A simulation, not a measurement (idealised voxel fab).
Herein follows the process module entitled voxel self aligned vias.
For reference, the cross-section in this document is cut, with width 270 nm and square cells of 5 nm.
Cross-section = grid of square cells, listed top down in bands; band = one or more rows.
For a band, the entry starts with two heights in nm, that of the top and then that of the bottom, and carries on with the band's materials in order from left to right, each alongside its width in nm; the word "full width" beside a single material means it fills the band edge to edge, and "blank" means empty space.
Where do heights start? At 0: under that level the wafer as delivered is made of one material only. And the lowest band has no floor; it just carries on downward, as in "0..down".
A width such as "30 to 40" changes by the same amount from each row of cells to the next, from the band's top row to its bottom row.
Step note "left unchanged" = no cross-section cell changed.
The entry titled "Voids, sealed" provides the empty spaces that have no open way to the top, restricted to those of 8 cells or more. Each is presented as width x height at distance, the distance being measured from the left edge, with all three in nm.
Where a step's line continues beyond its settings, the continuation is a remark by the simulator itself on that step.
"overlay nm" answers the question of how far to the right of plan the mask lay on a step that has a mask, and when it is negative the answer is to the left.
[Set out below are the planned steps of the process]
1. RECEIVE,material Si
2. CONFORMAL_DEP,material SiO2,thk nm 15
3. CONFORMAL_DEP,material SiCN,thk nm 5
4. DIRECTIONAL_DEP,material SiO2,thk nm 25
5. MASKED_ETCH,tone open,mask id LINES,width nm 30,pitch nm 80,etch materials SiO2,depth nm 25,overlay nm 0
6. CONFORMAL_DEP,material TiN,thk nm 5
7. FILL_DEP,material W,thk nm 10
8. CMP,height nm 45
9. SELECTIVE_ETCH,etch materials W Ru TiN,depth nm 10
10. FILL_DEP,material SiN,thk nm 10
11. CMP,height nm 45
12. DIRECTIONAL_DEP,material SiO2,thk nm 15
13. PATTERN,tone open,mask id VIAS,material resist,width nm 50,pitch nm 80,thk nm 20,overlay nm 0
14. DIRECTIONAL_ETCH,etch materials SiO2,depth nm 15
15. DIRECTIONAL_ETCH,etch materials SiN,depth nm 10
16. STRIP,etch materials resist
17. CONFORMAL_DEP,material TiN,thk nm 5
18. FILL_DEP,material W,thk nm 10
19. CMP,height nm 60
20. CONFORMAL_DEP,material SiCN,thk nm 5
[This is the cross-section of the wafer as we received it, i.e. after step 1]
  0..down = Si full width
  Voids, sealed: none
[Same starting wafer, same plan as above, one mistake in the execution; this is the cross-section at the end of the module]
  65..60 = SiCN full width
  60..45 = SiO2: 70; TiN: 5; W: 40; TiN: 5; SiO2: 30; TiN: 5; W: 40; TiN: 5; SiO2: 70
  45..40 = SiN: 70; TiN: 5; W: 40; TiN: 5; SiN: 30; TiN: 5; W: 40; TiN: 5; SiN: 70
  40..35 = SiN: 70; TiN: 50; SiN: 30; TiN: 50; SiN: 70
  35..15 = SiO2: 80; TiN: 5; W: 20; TiN: 5; SiO2: 50; TiN: 5; W: 20; TiN: 5; SiO2: 80
  15..10 = SiO2: 80; TiN: 30; SiO2: 50; TiN: 30; SiO2: 80
  10..5 = SiCN full width
  5..0 = SiO2 full width
  0..down = Si full width
  Voids, sealed: none
Processing error: planned and actual differ for step 2; actual: CONFORMAL_DEP,material SiO2,thk nm 5
